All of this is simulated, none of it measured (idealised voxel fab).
The process module presented herein is designated voxel capacitor over wiring.
It is cross-section cut that appears here, measuring 165 nm in width, its square cells being 5 nm in size.
A cross-section is written here as square cells arranged in a grid, and it is given in bands from the top down, each band taking up one or more rows of cells.
First you get the band's top height and its bottom height, in nm, and then the materials it's made of, left to right, with each width in nm. If you see a single material with "edge to edge", that one covers the band edge to edge. "blank" is empty space.
Basically, 0 is our baseline, since under it the wafer straight out of the box is all one material. The bottom band has no lower end and keeps on going down, so it looks like "from 0 down".
It should be noted that a width expressed as "30..40" varies in equal increments from row to row of cells within the band, taking the value of the first number at the top row and that of the second number at the bottom row.
Where the words "remained the same" appear for a step, the cross-section shows no cell changed by that step; every cell remained as before.
The entry titled "closed voids" provides the empty spaces that have no open way to the top, restricted to those of 8 cells or more. Each is presented as width x height at distance, the distance being measured from the left edge, with all three in nm.
Whatever follows a step's settings on its line is a remark the simulator itself makes about that step.
"overlay nm", when on a step's line for a step with a mask, measures how far to the right of its planned place the mask lay; a negative measure means to the left.
Below you will find pairs of cross-sections. In each, one shows the wafer before one process step and the other after it, with the after view ending at the lowest band that changed. Under each pair is the step separating them, along with its settings. Do not assume the pairs form a chain: they can come from different runs of this module on the same starting wafer, and a pair continues from the pair above it only when its "Pre-step condition" entry says so.
-- Pre-step condition
* from 80 to 75: blank=35, then Ru=25, then blank=105
* from 75 to 55: SiO2=40, then Ru=15, then SiO2=110
* from 55 to 50: TiN edge to edge
* from 50 to 45: TiN=30, then Ru=30, then TiN=45, then Ru=30, then TiN=30
* from 45 to 20: SiO2=35, then TiN=5, then Ru=10, then TiN=5, then SiO2=55, then TiN=5, then Ru=10, then TiN=5, then SiO2=35
* from 20 to 15: SiN=35, then TiN=20, then SiN=55, then TiN=20, then SiN=35
* from 15 to 0: SiO2 edge to edge
* from 0 down: Si edge to edge
* closed voids: none
-- Step Result
* from 85 to 80: blank=35, then TiN=25, then blank=105
* from 80 to 75: TiN=35, then Ru=25, then TiN=105
* Under the height 75 nothing was changed.
* closed voids: none
What sits between those two cross-sections? DIRECTIONAL_DEP, material TiN, thk nm 5
Pre-step condition: The structure entering this step is exactly what the pair just above shows after its step.
-- Step Result
* from 90 to 85: blank=35, then SiN=25, then blank=105
* from 85 to 80: SiN=35, then TiN=25, then SiN=105
* Under the height 80 nothing was changed.
* closed voids: none
What sits between those two cross-sections? DIRECTIONAL_DEP, material SiN, thk nm 5
Pre-step condition: The structure entering this step is exactly what the pair just above shows after its step.
-- Step Result
* from 95 to 90: blank=35, then TiN=25, then blank=105
* from 90 to 85: TiN=35, then SiN=25, then TiN=105
* Under the height 85 nothing was changed.
* closed voids: none
What sits between those two cross-sections? DIRECTIONAL_DEP, material TiN, thk nm 5
Pre-step condition: The structure entering this step is exactly what the pair just above shows after its step.
-- Step Result
* from 110 to 105: blank=35, then aC=25, then blank=105
* from 105 to 95: aC edge to edge
* from 95 to 90: aC=35, then TiN=25, then aC=105
* Under the height 90 nothing was changed.
* closed voids: none
What sits between those two cross-sections? DIRECTIONAL_DEP, material aC, thk nm 15
Pre-step condition: The structure entering this step is exactly what the pair just above shows after its step.
-- Step Result
* from 140 to 110: blank=40, then resist=60, then blank=65
* from 110 to 105: blank=35, then aC=25, then resist=40, then blank=65
* Under the height 105 nothing was changed.
* closed voids: none
What sits between those two cross-sections? PATTERN, tone cover, mask id UPPER_PLATE, material resist, width nm 60, thk nm 30, overlay nm 0
Pre-step condition: The structure entering this step is exactly what the pair just above shows after its step.
-- Step Result
* from 125 to 110: blank=40, then resist=60, then blank=65
* from 110 to 105: blank=40, then aC=20, then resist=40, then blank=65
* from 105 to 95: blank=40, then aC=60, then blank=65
* from 95 to 90: blank=35, then TiN=25, then aC=40, then blank=65
* Under the height 90 nothing was changed.
* closed voids: none
What sits between those two cross-sections? DIRECTIONAL_ETCH, etch materials aC, depth nm 15
Pre-step condition: The structure entering this step is exactly what the pair just above shows after its step.
-- Step Result
* from 110 to 105: blank=40, then aC=20, then blank=105
* Under the height 105 nothing was changed.
* closed voids: none
What sits between those two cross-sections? STRIP, etch materials resist
Pre-step condition: The structure entering this step is exactly what the pair just above shows after its step.
-- Step Result
* from 110 to 105: blank=40, then aC=20, then blank=105
* from 105 to 95: blank=40, then aC=60, then blank=65
* from 95 to 90: blank=40, then TiN=20, then aC=40, then blank=65
* from 90 to 85: blank=35, then SiN=25, then TiN=40, then blank=65
* Under the height 85 nothing was changed.
* closed voids: none
What sits between those two cross-sections? DIRECTIONAL_ETCH, etch materials TiN, depth nm 5
Pre-step condition: The structure entering this step is exactly what the pair just above shows after its step.
-- Step Result
* from 110 to 105: blank=40, then aC=20, then blank=105
* from 105 to 95: blank=40, then aC=60, then blank=65
* from 95 to 90: blank=40, then TiN=20, then aC=40, then blank=65
* from 90 to 85: blank=40, then SiN=20, then TiN=40, then blank=65
* from 85 to 80: blank=35, then TiN=25, then SiN=40, then blank=65
* Under the height 80 nothing was changed.
* closed voids: none
What sits between those two cross-sections? DIRECTIONAL_ETCH, etch materials SiN, depth nm 5
Pre-step condition: The structure entering this step is exactly what the pair just above shows after its step.
-- Step Result
* from 95 to 90: blank=40, then TiN=20, then blank=105
* Under the height 90 nothing was changed.
* closed voids: none
What sits between those two cross-sections? STRIP, etch materials aC
Pre-step condition: The structure entering this step is exactly what the pair just above shows after its step.
-- Step Result
* from 95 to 90: blank=40, then TiN=20, then blank=105
* from 90 to 85: blank=40, then SiN=20, then TiN=40, then blank=65
* from 85 to 80: blank=35, then TiN=25, then SiN=40, then blank=65
* from 80 to 75: blank=35, then Ru=25, then TiN=45, then blank=60
* Under the height 75 nothing was changed.
* closed voids: none
What sits between those two cross-sections? MASKED_ETCH, tone cover, mask id LOWER_PLATE, width nm 70, etch materials TiN, depth nm 5, overlay nm 0
Pre-step condition: The structure entering this step is exactly what the pair just above shows after its step.
-- Step Result
* from 115 to 95: SiO2 edge to edge
* from 95 to 90: SiO2=40, then TiN=20, then SiO2=105
* from 90 to 85: SiO2=40, then SiN=20, then TiN=40, then SiO2=65
* from 85 to 80: SiO2=35, then TiN=25, then SiN=40, then SiO2=65
* from 80 to 75: SiO2=35, then Ru=25, then TiN=45, then SiO2=60
* Under the height 75 nothing was changed.
* closed voids: none
What sits between those two cross-sections? FILL_DEP, material SiO2, thk nm 20
Pre-step condition: The structure entering this step is exactly what the pair just above shows after its step.
-- Step Result
* from 105 to 95: SiO2 edge to edge
* Under the height 95 nothing was changed.
* closed voids: none
What sits between those two cross-sections? CMP, height nm 105
Pre-step condition: The structure entering this step is exactly what the pair just above shows after its step.
-- Step Result
* from 120 to 105: aC edge to edge
* Under the height 105 nothing was changed.
* closed voids: none
What sits between those two cross-sections? DIRECTIONAL_DEP, material aC, thk nm 15
Pre-step condition: The structure entering this step is exactly what the pair just above shows after its step.
-- Step Result
* from 155 to 120: resist=50, then blank=15, then resist=100
* Under the height 120 nothing was changed.
* closed voids: none
What sits between those two cross-sections? PATTERN, tone open, mask id PLUG_2, material resist, width nm 15, thk nm 35, overlay nm 0
Pre-step condition: The structure entering this step is exactly what the pair just above shows after its step.
-- Step Result
* from 140 to 120: resist=50, then blank=15, then resist=100
* from 120 to 105: aC=50, then blank=15, then aC=100
* Under the height 105 nothing was changed.
* closed voids: none
What sits between those two cross-sections? DIRECTIONAL_ETCH, etch materials aC, depth nm 15
Pre-step condition: The structure entering this step is exactly what the pair just above shows after its step.
-- Step Result
* from 120 to 105: aC=50, then blank=15, then aC=100
* Under the height 105 nothing was changed.
* closed voids: none
What sits between those two cross-sections? STRIP, etch materials resist
Pre-step condition: The structure entering this step is exactly what the pair just above shows after its step.
-- Step Result
* from 120 to 105: aC=50, then blank=15, then aC=100
* from 105 to 95: SiO2=50, then blank=15, then SiO2=100
* from 95 to 90: SiO2=40, then TiN=20, then blank=5, then SiO2=100
* Under the height 90 nothing was changed.
* closed voids: none
What sits between those two cross-sections? DIRECTIONAL_ETCH, etch materials SiO2, depth nm 15
Pre-step condition: The structure entering this step is exactly what the pair just above shows after its step.
-- Step Result
* from 105 to 95: SiO2=50, then blank=15, then SiO2=100
* Under the height 95 nothing was changed.
* closed voids: none
What sits between those two cross-sections? STRIP, etch materials aC
Pre-step condition: The structure entering this step is exactly what the pair just above shows after its step.
-- Step Result
* from 110 to 105: TiN=55, then blank=5, then TiN=105
* from 105 to 100: SiO2=50, then TiN=5, then blank=5, then TiN=5, then SiO2=100
* from 100 to 90: SiO2=50..40, then TiN=15..25, then SiO2=100
* Under the height 90 nothing was changed.
* closed voids: none
What sits between those two cross-sections? CONFORMAL_DEP, material TiN, thk nm 5
Pre-step condition: The structure entering this step is exactly what the pair just above shows after its step.
-- Step Result
* from 115 to 110: Ru edge to edge
* from 110 to 105: TiN=55, then Ru=5, then TiN=105
* from 105 to 100: SiO2=50, then TiN=5, then Ru=5, then TiN=5, then SiO2=100
* Under the height 100 nothing was changed.
* closed voids: none
What sits between those two cross-sections? FILL_DEP, material Ru, thk nm 5
Pre-step condition: The structure entering this step is exactly what the pair just above shows after its step.
-- Step Result
* from 105 to 100: SiO2=50, then TiN=5, then Ru=5, then TiN=5, then SiO2=100
* Under the height 100 nothing was changed.
* closed voids: none
What sits between those two cross-sections? CMP, height nm 105
Pre-step condition: The structure entering this step is exactly what the pair just above shows after its step.
-- Step Result
* from 110 to 105: SiN edge to edge
* Under the height 105 nothing was changed.
* closed voids: none
What sits between those two cross-sections? CONFORMAL_DEP, material SiN, thk nm 5
-- Pre-step condition
* from 90 to 85: blank=40, then TiN=60, then blank=65
* from 85 to 80: blank=40, then SiN=60, then blank=65
* from 80 to 75: TiN edge to edge
* from 75 to 55: SiO2=40, then Ru=15, then SiO2=110
* from 55 to 50: SiCN=40, then Ru=15, then SiCN=110
* from 50 to 45: SiCN=30, then Ru=30, then SiCN=45, then Ru=30, then SiCN=30
* from 45 to 20: SiO2=35, then TiN=5, then Ru=10, then TiN=5, then SiO2=55, then TiN=5, then Ru=10, then TiN=5, then SiO2=35
* from 20 to 15: SiN=35, then TiN=20, then SiN=55, then TiN=20, then SiN=35
* from 15 to 0: SiO2 edge to edge
* from 0 down: Si edge to edge
* closed voids: none
-- Step Result
* from 85 to 80: blank=40, then SiN=60, then blank=65
* from 80 to 75: TiN=35, then blank=5, then TiN=60, then blank=5, then TiN=60
* Under the height 75 nothing was changed.
* closed voids: none
What sits between those two cross-sections? MASKED_ETCH, tone open, mask id LOWER_PLATE, width nm 70, etch materials TiN, depth nm 5, overlay nm 0
Pre-step condition: The structure entering this step is exactly what the pair just above shows after its step.
-- Step Result
* from 105 to 85: SiO2 edge to edge
* from 85 to 80: SiO2=40, then SiN=60, then SiO2=65
* from 80 to 75: TiN=35, then SiO2=5, then TiN=60, then SiO2=5, then TiN=60
* Under the height 75 nothing was changed.
* closed voids: none
What sits between those two cross-sections? FILL_DEP, material SiO2, thk nm 20
Pre-step condition: The structure entering this step is exactly what the pair just above shows after its step.
-- Step Result
* from 120 to 105: aC edge to edge
* Under the height 105 nothing was changed.
* closed voids: none
What sits between those two cross-sections? DIRECTIONAL_DEP, material aC, thk nm 15
Pre-step condition: The structure entering this step is exactly what the pair just above shows after its step.
-- Step Result
* from 155 to 120: resist=50, then blank=15, then resist=100
* Under the height 120 nothing was changed.
* closed voids: none
What sits between those two cross-sections? PATTERN, tone open, mask id PLUG_2, material resist, width nm 15, thk nm 35, overlay nm 0
Pre-step condition: The structure entering this step is exactly what the pair just above shows after its step.
-- Step Result
* from 140 to 120: resist=50, then blank=15, then resist=100
* from 120 to 105: aC=50, then blank=15, then aC=100
* Under the height 105 nothing was changed.
* closed voids: none
What sits between those two cross-sections? DIRECTIONAL_ETCH, etch materials aC, depth nm 15
Pre-step condition: The structure entering this step is exactly what the pair just above shows after its step.
-- Step Result
* from 120 to 105: aC=50, then blank=15, then aC=100
* Under the height 105 nothing was changed.
* closed voids: none
What sits between those two cross-sections? STRIP, etch materials resist
Pre-step condition: The structure entering this step is exactly what the pair just above shows after its step.
-- Step Result
* from 120 to 105: aC=50, then blank=15, then aC=100
* from 105 to 90: SiO2=50, then blank=15, then SiO2=100
* Under the height 90 nothing was changed.
* closed voids: none
What sits between those two cross-sections? DIRECTIONAL_ETCH, etch materials SiO2, depth nm 15
Pre-step condition: The structure entering this step is exactly what the pair just above shows after its step.
-- Step Result
* from 105 to 90: SiO2=50, then blank=15, then SiO2=100
* Under the height 90 nothing was changed.
* closed voids: none
What sits between those two cross-sections? STRIP, etch materials aC
Pre-step condition: The structure entering this step is exactly what the pair just above shows after its step.
-- Step Result
* from 110 to 105: TiN=55, then blank=5, then TiN=105
* from 105 to 95: SiO2=50, then TiN=5, then blank=5, then TiN=5, then SiO2=100
* from 95 to 90: SiO2=50, then TiN=15, then SiO2=100
* Under the height 90 nothing was changed.
* closed voids: none
What sits between those two cross-sections? CONFORMAL_DEP, material TiN, thk nm 5
Pre-step condition: The structure entering this step is exactly what the pair just above shows after its step.
-- Step Result
* from 115 to 110: Ru edge to edge
* from 110 to 105: TiN=55, then Ru=5, then TiN=105
* from 105 to 95: SiO2=50, then TiN=5, then Ru=5, then TiN=5, then SiO2=100
* Under the height 95 nothing was changed.
* closed voids: none
What sits between those two cross-sections? FILL_DEP, material Ru, thk nm 5
Pre-step condition: The structure entering this step is exactly what the pair just above shows after its step.
-- Step Result
* from 105 to 95: SiO2=50, then TiN=5, then Ru=5, then TiN=5, then SiO2=100
* Under the height 95 nothing was changed.
* closed voids: none
What sits between those two cross-sections? CMP, height nm 105
Pre-step condition: The structure entering this step is exactly what the pair just above shows after its step.
-- Step Result
* from 110 to 105: SiN edge to edge
* Under the height 105 nothing was changed.
* closed voids: none
What sits between those two cross-sections? CONFORMAL_DEP, material SiN, thk nm 5
